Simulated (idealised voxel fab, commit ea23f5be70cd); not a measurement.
Process module name: voxel wiring stack
Square cells of 5 nm make up the cross-section cut, whose width is 275 nm.
For the purposes of this document, a cross-section shall be understood as a grid of square cells, specified as bands listed in top-to-bottom order, each band consisting of one or more rows of cells.
This entry defines a band. It first specifies the height of the band's top and the height of its bottom in nm, and then specifies the band's materials from left to right, stating each material with its width in nm. The word "full width" identifies a single material that fills the band from edge to edge, while the word "blank" identifies empty space.
The reference from which all heights are counted is 0, the level beneath which the as-received wafer is entirely one material; the lowest band, having no lower bound, proceeds downward and is written after the example "0 down".
Quick explanation for "30->40": the width changes in equal steps down the rows of cells, from the first number in the band's top row to the second number in its bottom row.
A step reported as "changes: none" is a step in which no cell of the cross-section changed.
Voids not open to the top, 8 cells minimum: see "Closed-off voids". Written width x height at distance; distance is from the left edge; nm.
What comes after the settings on a step's line is commentary from the simulator itself on that step.
overlay nm: where the mask lay relative to plan, measured to the right, on steps with a mask; negatives go left.

This section lists the process steps that were planned:
1: RECEIVE with material Si
2: CONFORMAL_DEP with material SiO2, thk nm 15
3: DIRECTIONAL_DEP with material TiN, thk nm 5
4: DIRECTIONAL_DEP with material W, thk nm 25
5: DIRECTIONAL_DEP with material aC, thk nm 10
6: PATTERN with tone cover, mask id METAL_1, material resist, width nm 25, pitch nm 55, thk nm 30, overlay nm 0
7: DIRECTIONAL_ETCH with etch materials aC, depth nm 10
8: STRIP with etch materials resist
9: DIRECTIONAL_ETCH with etch materials W, depth nm 25
10: DIRECTIONAL_ETCH with etch materials TiN, depth nm 5
11: STRIP with etch materials aC
12: FILL_DEP with material SiO2, thk nm 5
13: CMP with height nm 45
14: CONFORMAL_DEP with material SiCN, thk nm 5
15: DIRECTIONAL_DEP with material SiO2, thk nm 15
16: DIRECTIONAL_DEP with material aC, thk nm 15
17: PATTERN with tone open, mask id PLUG_1, material resist, width nm 15, pitch nm 110, thk nm 35, overlay nm 0
18: DIRECTIONAL_ETCH with etch materials aC, depth nm 15
19: STRIP with etch materials resist
20: DIRECTIONAL_ETCH with etch materials SiO2, depth nm 15
21: DIRECTIONAL_ETCH with etch materials SiCN, depth nm 5
22: STRIP with etch materials aC
23: CONFORMAL_DEP with material TiN, thk nm 5
24: FILL_DEP with material Cu, thk nm 10
25: CMP with height nm 65
26: DIRECTIONAL_DEP with material TiN, thk nm 5
27: DIRECTIONAL_DEP with material W, thk nm 15
28: PATTERN with tone cover, mask id METAL_2, material resist, width nm 25, pitch nm 55, thk nm 20, overlay nm 0
29: DIRECTIONAL_ETCH with etch materials W, depth nm 15
30: DIRECTIONAL_ETCH with etch materials TiN, depth nm 5
31: STRIP with etch materials resist
32: CONFORMAL_DEP with material SiCN, thk nm 5
33: FILL_DEP with material SiO2, thk nm 10
34: CMP with height nm 85
35: CONFORMAL_DEP with material SiCN, thk nm 5
36: DIRECTIONAL_DEP with material SiO2, thk nm 25
37: PATTERN with tone open, mask id METAL_3, material resist, width nm 25, pitch nm 55, thk nm 20, overlay nm 0
38: DIRECTIONAL_ETCH with etch materials SiO2, depth nm 15
39: STRIP with etch materials resist
40: PATTERN with tone open, mask id METAL_3_HOLES, material resist, width nm 15, pitch nm 55, thk nm 20, overlay nm 0
41: DIRECTIONAL_ETCH with etch materials SiO2, depth nm 10
42: DIRECTIONAL_ETCH with etch materials SiCN, depth nm 5
43: STRIP with etch materials resist
44: CONFORMAL_DEP with material TiN, thk nm 5
45: FILL_DEP with material Ru, thk nm 5
46: CMP with height nm 115
47: CONFORMAL_DEP with material SiCN, thk nm 5
48: DIRECTIONAL_DEP with material lowk, thk nm 30
49: DIRECTIONAL_DEP with material aC, thk nm 15
50: PATTERN with tone open, mask id METAL_4, material resist, width nm 25, pitch nm 55, thk nm 35, overlay nm 0
51: DIRECTIONAL_ETCH with etch materials aC, depth nm 15
52: STRIP with etch materials resist
53: DIRECTIONAL_ETCH with etch materials lowk, depth nm 15
54: STRIP with etch materials aC
55: DIRECTIONAL_DEP with material aC, thk nm 10
56: PATTERN with tone open, mask id METAL_4_HOLES, material resist, width nm 15, pitch nm 55, thk nm 25, overlay nm 0
57: DIRECTIONAL_ETCH with etch materials aC, depth nm 10
58: STRIP with etch materials resist
59: DIRECTIONAL_ETCH with etch materials lowk, depth nm 15
60: DIRECTIONAL_ETCH with etch materials SiCN, depth nm 5
61: STRIP with etch materials aC
62: CONFORMAL_DEP with material TiN, thk nm 5
63: FILL_DEP with material Cu, thk nm 10
64: CMP with height nm 150
65: CONFORMAL_DEP with material SiN, thk nm 5

So this is the incoming wafer in cross-section - it's already been through step 1:
> 0 down | Si full width
> Closed-off voids: none

End-of-module XS, first of two wafers, run as planned:
> 155 to 150 | SiN full width
> 150 to 140 | lowk: 40  TiN: 5  Cu: 15  TiN: 5  lowk: 30  TiN: 5  Cu: 15  TiN: 5  lowk: 30  TiN: 5  Cu: 15  TiN: 5  lowk: 30  TiN: 5  Cu: 15  TiN: 5  lowk: 45
> 140 to 135 | lowk: 40  TiN: 5  Cu: 5  TiN: 15  lowk: 30  TiN: 5  Cu: 5  TiN: 15  lowk: 30  TiN: 5  Cu: 5  TiN: 15  lowk: 30  TiN: 5  Cu: 5  TiN: 15  lowk: 45
> 135 to 120 | lowk: 40  TiN: 5  Cu: 5  TiN: 5  lowk: 40  TiN: 5  Cu: 5  TiN: 5  lowk: 40  TiN: 5  Cu: 5  TiN: 5  lowk: 40  TiN: 5  Cu: 5  TiN: 5  lowk: 55
> 120 to 115 | SiCN: 40  TiN: 15  SiCN: 40  TiN: 15  SiCN: 40  TiN: 15  SiCN: 40  TiN: 15  SiCN: 55
> 115 to 105 | SiO2: 40  TiN: 5  Ru: 15  TiN: 5  SiO2: 30  TiN: 5  Ru: 15  TiN: 5  SiO2: 30  TiN: 5  Ru: 15  TiN: 5  SiO2: 30  TiN: 5  Ru: 15  TiN: 5  SiO2: 45
> 105 to 100 | SiO2: 40  TiN: 5  Ru: 5  TiN: 15  SiO2: 30  TiN: 5  Ru: 5  TiN: 15  SiO2: 30  TiN: 5  Ru: 5  TiN: 15  SiO2: 30  TiN: 5  Ru: 5  TiN: 15  SiO2: 45
> 100 to 90 | SiO2: 40  TiN: 5  Ru: 5  TiN: 5  SiO2: 40  TiN: 5  Ru: 5  TiN: 5  SiO2: 40  TiN: 5  Ru: 5  TiN: 5  SiO2: 40  TiN: 5  Ru: 5  TiN: 5  SiO2: 55
> 90 to 85 | SiCN: 40  TiN: 15  SiCN: 40  TiN: 15  SiCN: 40  TiN: 15  SiCN: 40  TiN: 15  SiCN: 55
> 85 to 70 | SiO2: 35  SiCN: 5  W: 25  SiCN: 5  SiO2: 20  SiCN: 5  W: 25  SiCN: 5  SiO2: 20  SiCN: 5  W: 25  SiCN: 5  SiO2: 20  SiCN: 5  W: 25  SiCN: 5  SiO2: 40
> 70 to 65 | SiCN: 40  TiN: 25  SiCN: 30  TiN: 25  SiCN: 30  TiN: 25  SiCN: 30  TiN: 25  SiCN: 45
> 65 to 50 | SiO2: 40  TiN: 5  Cu: 5  TiN: 5  SiO2: 95  TiN: 5  Cu: 5  TiN: 5  SiO2: 110
> 50 to 45 | SiCN: 40  TiN: 15  SiCN: 95  TiN: 15  SiCN: 110
> 45 to 20 | SiO2: 40  W: 25  SiO2: 30  W: 25  SiO2: 30  W: 25  SiO2: 30  W: 25  SiO2: 45
> 20 to 15 | SiO2: 40  TiN: 25  SiO2: 30  TiN: 25  SiO2: 30  TiN: 25  SiO2: 30  TiN: 25  SiO2: 45
> 15 to 0 | SiO2 full width
> 0 down | Si full width
> Closed-off voids: none

Same start, same plan as the first wafer - but one mistake in the run. Cross-section of the second of the two at the end of the module:
> 150 to 145 | SiN full width
> 145 to 135 | lowk: 40  TiN: 5  Cu: 15->5  TiN: 5->15  lowk: 30  TiN: 5  Cu: 15->5  TiN: 5->15  lowk: 30  TiN: 5  Cu: 15->5  TiN: 5->15  lowk: 30  TiN: 5  Cu: 15->5  TiN: 5->15  lowk: 45
> 135 to 120 | lowk: 40  TiN: 5  Cu: 5  TiN: 5  lowk: 40  TiN: 5  Cu: 5  TiN: 5  lowk: 40  TiN: 5  Cu: 5  TiN: 5  lowk: 40  TiN: 5  Cu: 5  TiN: 5  lowk: 55
> 120 to 115 | SiCN: 40  TiN: 15  SiCN: 40  TiN: 15  SiCN: 40  TiN: 15  SiCN: 40  TiN: 15  SiCN: 55
> 115 to 105 | SiO2: 40  TiN: 5  Ru: 15  TiN: 5  SiO2: 30  TiN: 5  Ru: 15  TiN: 5  SiO2: 30  TiN: 5  Ru: 15  TiN: 5  SiO2: 30  TiN: 5  Ru: 15  TiN: 5  SiO2: 45
> 105 to 100 | SiO2: 40  TiN: 5  Ru: 5  TiN: 15  SiO2: 30  TiN: 5  Ru: 5  TiN: 15  SiO2: 30  TiN: 5  Ru: 5  TiN: 15  SiO2: 30  TiN: 5  Ru: 5  TiN: 15  SiO2: 45
> 100 to 90 | SiO2: 40  TiN: 5  Ru: 5  TiN: 5  SiO2: 40  TiN: 5  Ru: 5  TiN: 5  SiO2: 40  TiN: 5  Ru: 5  TiN: 5  SiO2: 40  TiN: 5  Ru: 5  TiN: 5  SiO2: 55
> 90 to 85 | SiCN: 40  TiN: 15  SiCN: 40  TiN: 15  SiCN: 40  TiN: 15  SiCN: 40  TiN: 15  SiCN: 55
> 85 to 70 | SiO2: 35  SiCN: 5  W: 25  SiCN: 5  SiO2: 20  SiCN: 5  W: 25  SiCN: 5  SiO2: 20  SiCN: 5  W: 25  SiCN: 5  SiO2: 20  SiCN: 5  W: 25  SiCN: 5  SiO2: 40
> 70 to 65 | SiCN: 40  TiN: 25  SiCN: 30  TiN: 25  SiCN: 30  TiN: 25  SiCN: 30  TiN: 25  SiCN: 45
> 65 to 50 | SiO2: 40  TiN: 5  Cu: 5  TiN: 5  SiO2: 95  TiN: 5  Cu: 5  TiN: 5  SiO2: 110
> 50 to 45 | SiCN: 40  TiN: 15  SiCN: 95  TiN: 15  SiCN: 110
> 45 to 20 | SiO2: 40  W: 25  SiO2: 30  W: 25  SiO2: 30  W: 25  SiO2: 30  W: 25  SiO2: 45
> 20 to 15 | SiO2: 40  TiN: 25  SiO2: 30  TiN: 25  SiO2: 30  TiN: 25  SiO2: 30  TiN: 25  SiO2: 45
> 15 to 0 | SiO2 full width
> 0 down | Si full width
> Closed-off voids: none
It is concluded that the wafer was processed incorrectly with respect to the plan, in that step 64 changed vs plan, executed as CMP with height nm 145
Bottom line after processing is that, in cells, the second wafer is up or down on some materials versus the first: -12 Cu | -8 TiN | -35 lowk
